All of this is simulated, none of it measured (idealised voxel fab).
Process module, titled voxel gate over fins
Cross-sectional view cut (width: 235 nm; square cell size: 5 nm).
Cross-section, as written here: a square-cell grid given band by band from the top down, where a band holds one or more rows of cells. For a band, the entry starts with two heights in nm, that of the top and then that of the bottom, and carries on with the band's materials in order from left to right, each alongside its width in nm; the word "everywhere" beside a single material means it fills the band edge to edge, and "blank" means empty space. Height reference: 0 = level under which incoming wafer is all one material. Lowest band: no bottom, runs on downward, e.g. "0 -> down". The notation "30..40" denotes a width that varies across the rows of cells in the band, beginning at the first number in the top row, finishing at the second number in the bottom row, and changing by an identical amount from each row to the next. The designation "stayed the same", where it is given for a processing step, indicates that no cell of the cross-section was altered in the course of that step. So "Completely sealed voids" is basically the list of trapped voids: any empty space of 8 cells or more that can't reach the top through an opening. They're written width x height at distance, the distance being from the left edge, and it's all nm. On each step's line, the part that comes after the settings is the simulator's own comment on the step. Steps that use a mask can have "overlay nm" on their line. It says how far the mask sat to the right of where it was meant to be. Negative means to the left.
**So here's the lineup of process steps we planned**
| 1 | RECEIVE [material Si] |
| 2 | CONFORMAL_DEP [material SiN] [thk nm 10] |
| 3 | DIRECTIONAL_DEP [material aC] [thk nm 15] |
| 4 | PATTERN [tone cover] [mask id FINS] [material resist] [width nm 15] [pitch nm 40] [thk nm 35] [overlay nm 0] |
| 5 | DIRECTIONAL_ETCH [etch materials aC] [depth nm 15] |
| 6 | STRIP [etch materials resist] |
| 7 | DIRECTIONAL_ETCH [etch materials SiN] [depth nm 10] |
| 8 | DIRECTIONAL_ETCH [etch materials Si] [depth nm 40] |
| 9 | STRIP [etch materials aC] |
| 10 | FILL_DEP [material SiO2] [thk nm 5] |
| 11 | CMP [height nm 10] |
| 12 | SELECTIVE_ETCH [etch materials SiO2] [depth nm 25] |
| 13 | STRIP [etch materials SiN] |
| 14 | CONFORMAL_DEP [material HfO2] [thk nm 5] |
| 15 | CONFORMAL_DEP [material TiN] [thk nm 5] |
| 16 | CONFORMAL_DEP [material TiAl] [thk nm 5] |
| 17 | CONFORMAL_DEP [material TiN] [thk nm 5] |
| 18 | FILL_DEP [material W] [thk nm 10] |
| 19 | CMP [height nm 25] |
| 20 | CONFORMAL_DEP [material SiN] [thk nm 10] |
**The first of two wafers, run as planned**
**Received-state cross-section, reflecting completion of step 1**
    0 -> down  Si everywhere
    Completely sealed voids: none
**Cross-sectional representation of the wafer at the conclusion of step 2**
    10 -> 0  SiN everywhere
    All layers under 0 are left as they were.
**Cross-sectional representation of the wafer at the conclusion of step 3**
    25 -> 10  aC everywhere
    All layers under 10 are left as they were.
**Cross-sectional representation of the wafer at the conclusion of step 4**
    60 -> 25  blank: 90, resist: 15, blank: 25, resist: 15, blank: 90
    All layers under 25 are left as they were.
**Cross-sectional representation of the wafer at the conclusion of step 5**
    45 -> 25  blank: 90, resist: 15, blank: 25, resist: 15, blank: 90
    25 -> 10  blank: 90, aC: 15, blank: 25, aC: 15, blank: 90
    All layers under 10 are left as they were.
**Cross-sectional representation of the wafer at the conclusion of step 6**
    25 -> 10  blank: 90, aC: 15, blank: 25, aC: 15, blank: 90
    All layers under 10 are left as they were.
**Cross-sectional representation of the wafer at the conclusion of step 7**
    25 -> 10  blank: 90, aC: 15, blank: 25, aC: 15, blank: 90
    10 -> 0  blank: 90, SiN: 15, blank: 25, SiN: 15, blank: 90
    All layers under 0 are left as they were.
**Cross-sectional representation of the wafer at the conclusion of step 8**
    25 -> 10  blank: 90, aC: 15, blank: 25, aC: 15, blank: 90
    10 -> 0  blank: 90, SiN: 15, blank: 25, SiN: 15, blank: 90
    0 -> -40  blank: 90, Si: 15, blank: 25, Si: 15, blank: 90
    All layers under -40 are left as they were.
**Cross-sectional representation of the wafer at the conclusion of step 9**
    10 -> 0  blank: 90, SiN: 15, blank: 25, SiN: 15, blank: 90
    All layers under 0 are left as they were.
**Cross-sectional representation of the wafer at the conclusion of step 10**
    15 -> 10  SiO2 everywhere
    10 -> 0  SiO2: 90, SiN: 15, SiO2: 25, SiN: 15, SiO2: 90
    0 -> -40  SiO2: 90, Si: 15, SiO2: 25, Si: 15, SiO2: 90
    All layers under -40 are left as they were.
**Cross-sectional representation of the wafer at the conclusion of step 11**
    10 -> 0  SiO2: 90, SiN: 15, SiO2: 25, SiN: 15, SiO2: 90
    All layers under 0 are left as they were.
**Cross-sectional representation of the wafer at the conclusion of step 12**
    10 -> 0  blank: 90, SiN: 15, blank: 25, SiN: 15, blank: 90
    0 -> -15  blank: 90, Si: 15, blank: 25, Si: 15, blank: 90
    All layers under -15 are left as they were.
**Cross-sectional representation of the wafer at the conclusion of step 13**
    0 -> -15  blank: 90, Si: 15, blank: 25, Si: 15, blank: 90
    All layers under -15 are left as they were.
**Cross-sectional representation of the wafer at the conclusion of step 14**
    5 -> 0  blank: 85, HfO2: 25, blank: 15, HfO2: 25, blank: 85
    0 -> -10  blank: 85, HfO2: 5, Si: 15, HfO2: 5, blank: 15, HfO2: 5, Si: 15, HfO2: 5, blank: 85
    -10 -> -15  HfO2: 90, Si: 15, HfO2: 25, Si: 15, HfO2: 90
    All layers under -15 are left as they were.
**Cross-sectional representation of the wafer at the conclusion of step 15**
    10 -> 5  blank: 80, TiN: 35, blank: 5, TiN: 35, blank: 80
    5 -> 0  blank: 80, TiN: 5, HfO2: 25, TiN: 5, blank: 5, TiN: 5, HfO2: 25, TiN: 5, blank: 80
    0 -> -5  blank: 80, TiN: 5, HfO2: 5, Si: 15, HfO2: 5, TiN: 5, blank: 5, TiN: 5, HfO2: 5, Si: 15, HfO2: 5, TiN: 5, blank: 80
    -5 -> -10  TiN: 85, HfO2: 5, Si: 15, HfO2: 5, TiN: 15, HfO2: 5, Si: 15, HfO2: 5, TiN: 85
    All layers under -10 are left as they were.
**Cross-sectional representation of the wafer at the conclusion of step 16**
    15 -> 10  blank: 75, TiAl: 85, blank: 75
    10 -> 5  blank: 75, TiAl: 5, TiN: 35, TiAl: 5, TiN: 35, TiAl: 5, blank: 75
    5 -> 0  blank: 75, TiAl: 5, TiN: 5, HfO2: 25, TiN: 5, TiAl: 5, TiN: 5, HfO2: 25, TiN: 5, TiAl: 5, blank: 75
    0 -> -5  TiAl: 80, TiN: 5, HfO2: 5, Si: 15, HfO2: 5, TiN: 5, TiAl: 5, TiN: 5, HfO2: 5, Si: 15, HfO2: 5, TiN: 5, TiAl: 80
    All layers under -5 are left as they were.
**Cross-sectional representation of the wafer at the conclusion of step 17**
    20 -> 15  blank: 70, TiN: 95, blank: 70
    15 -> 10  blank: 70, TiN: 5, TiAl: 85, TiN: 5, blank: 70
    10 -> 5  blank: 70, TiN: 5, TiAl: 5, TiN: 35, TiAl: 5, TiN: 35, TiAl: 5, TiN: 5, blank: 70
    5 -> 0  TiN: 75, TiAl: 5, TiN: 5, HfO2: 25, TiN: 5, TiAl: 5, TiN: 5, HfO2: 25, TiN: 5, TiAl: 5, TiN: 75
    All layers under 0 are left as they were.
**Cross-sectional representation of the wafer at the conclusion of step 18**
    30 -> 20  W everywhere
    20 -> 15  W: 70, TiN: 95, W: 70
    15 -> 10  W: 70, TiN: 5, TiAl: 85, TiN: 5, W: 70
    10 -> 5  W: 70, TiN: 5, TiAl: 5, TiN: 35, TiAl: 5, TiN: 35, TiAl: 5, TiN: 5, W: 70
    All layers under 5 are left as they were.
**Cross-sectional representation of the wafer at the conclusion of step 19**
    25 -> 20  W everywhere
    All layers under 20 are left as they were.
**Cross-sectional representation of the wafer at the conclusion of step 20**
    35 -> 25  SiN everywhere
    All layers under 25 are left as they were.
**Second wafer - shared start and plan with the first - one error in running - same as the first up to step 3 inclusive**
**Cross-section of the second wafer at the time by which step 4 should have been completed according to the plan**
    60 -> 25  blank: 85, resist: 25, blank: 15, resist: 25, blank: 85
    All layers under 25 are left as they were.
**Cross-section of the second wafer at the time by which step 5 should have been completed according to the plan**
    45 -> 25  blank: 85, resist: 25, blank: 15, resist: 25, blank: 85
    25 -> 10  blank: 85, aC: 25, blank: 15, aC: 25, blank: 85
    All layers under 10 are left as they were.
**Cross-section of the second wafer at the time by which step 6 should have been completed according to the plan**
    25 -> 10  blank: 85, aC: 25, blank: 15, aC: 25, blank: 85
    All layers under 10 are left as they were.
**Cross-section of the second wafer at the time by which step 7 should have been completed according to the plan**
    25 -> 10  blank: 85, aC: 25, blank: 15, aC: 25, blank: 85
    10 -> 0  blank: 85, SiN: 25, blank: 15, SiN: 25, blank: 85
    All layers under 0 are left as they were.
**Cross-section of the second wafer at the time by which step 8 should have been completed according to the plan**
    25 -> 10  blank: 85, aC: 25, blank: 15, aC: 25, blank: 85
    10 -> 0  blank: 85, SiN: 25, blank: 15, SiN: 25, blank: 85
    0 -> -40  blank: 85, Si: 25, blank: 15, Si: 25, blank: 85
    All layers under -40 are left as they were.
**Cross-section of the second wafer at the time by which step 9 should have been completed according to the plan**
    10 -> 0  blank: 85, SiN: 25, blank: 15, SiN: 25, blank: 85
    All layers under 0 are left as they were.
**Cross-section of the second wafer at the time by which step 10 should have been completed according to the plan**
    15 -> 10  SiO2 everywhere
    10 -> 0  SiO2: 85, SiN: 25, SiO2: 15, SiN: 25, SiO2: 85
    0 -> -40  SiO2: 85, Si: 25, SiO2: 15, Si: 25, SiO2: 85
    All layers under -40 are left as they were.
**Cross-section of the second wafer at the time by which step 11 should have been completed according to the plan**
    10 -> 0  SiO2: 85, SiN: 25, SiO2: 15, SiN: 25, SiO2: 85
    All layers under 0 are left as they were.
**Cross-section of the second wafer at the time by which step 12 should have been completed according to the plan**
    10 -> 0  blank: 85, SiN: 25, blank: 15, SiN: 25, blank: 85
    0 -> -15  blank: 85, Si: 25, blank: 15, Si: 25, blank: 85
    All layers under -15 are left as they were.
**Cross-section of the second wafer at the time by which step 13 should have been completed according to the plan**
    0 -> -15  blank: 85, Si: 25, blank: 15, Si: 25, blank: 85
    All layers under -15 are left as they were.
**Cross-section of the second wafer at the time by which step 14 should have been completed according to the plan**
    5 -> 0  blank: 80, HfO2: 35, blank: 5, HfO2: 35, blank: 80
    0 -> -10  blank: 80, HfO2: 5, Si: 25, HfO2: 5, blank: 5, HfO2: 5, Si: 25, HfO2: 5, blank: 80
    -10 -> -15  HfO2: 85, Si: 25, HfO2: 15, Si: 25, HfO2: 85
    All layers under -15 are left as they were.
**Cross-section of the second wafer at the time by which step 15 should have been completed according to the plan**
    10 -> 5  blank: 75, TiN: 85, blank: 75
    5 -> 0  blank: 75, TiN: 5, HfO2: 35, TiN: 5, HfO2: 35, TiN: 5, blank: 75
    0 -> -5  blank: 75, TiN: 5, HfO2: 5, Si: 25, HfO2: 5, TiN: 5, HfO2: 5, Si: 25, HfO2: 5, TiN: 5, blank: 75
    -5 -> -10  TiN: 80, HfO2: 5, Si: 25, HfO2: 5, TiN: 5, HfO2: 5, Si: 25, HfO2: 5, TiN: 80
    All layers under -10 are left as they were.
**Cross-section of the second wafer at the time by which step 16 should have been completed according to the plan**
    15 -> 10  blank: 70, TiAl: 95, blank: 70
    10 -> 5  blank: 70, TiAl: 5, TiN: 85, TiAl: 5, blank: 70
    5 -> 0  blank: 70, TiAl: 5, TiN: 5, HfO2: 35, TiN: 5, HfO2: 35, TiN: 5, TiAl: 5, blank: 70
    0 -> -5  TiAl: 75, TiN: 5, HfO2: 5, Si: 25, HfO2: 5, TiN: 5, HfO2: 5, Si: 25, HfO2: 5, TiN: 5, TiAl: 75
    All layers under -5 are left as they were.
**Cross-section of the second wafer at the time by which step 17 should have been completed according to the plan**
    20 -> 15  blank: 65, TiN: 105, blank: 65
    15 -> 10  blank: 65, TiN: 5, TiAl: 95, TiN: 5, blank: 65
    10 -> 5  blank: 65, TiN: 5, TiAl: 5, TiN: 85, TiAl: 5, TiN: 5, blank: 65
    5 -> 0  TiN: 70, TiAl: 5, TiN: 5, HfO2: 35, TiN: 5, HfO2: 35, TiN: 5, TiAl: 5, TiN: 70
    All layers under 0 are left as they were.
**Cross-section of the second wafer at the time by which step 18 should have been completed according to the plan**
    30 -> 20  W everywhere
    20 -> 15  W: 65, TiN: 105, W: 65
    15 -> 10  W: 65, TiN: 5, TiAl: 95, TiN: 5, W: 65
    10 -> 5  W: 65, TiN: 5, TiAl: 5, TiN: 85, TiAl: 5, TiN: 5, W: 65
    All layers under 5 are left as they were.
**Cross-section of the second wafer at the time by which step 19 should have been completed according to the plan**
    25 -> 20  W everywhere
    All layers under 20 are left as they were.
**Cross-section of the second wafer at the time by which step 20 should have been completed according to the plan**
    35 -> 25  SiN everywhere
    All layers under 25 are left as they were.
What broke from the plan during processing? step 4 ran as: PATTERN [tone cover] [mask id FINS] [material resist] [width nm 25] [pitch nm 40] [thk nm 35] [overlay nm 0]
Cell-count delta at end, second wafer over first, by material: +32 Si | -20 SiO2 | -3 TiAl | -3 TiN | -6 W
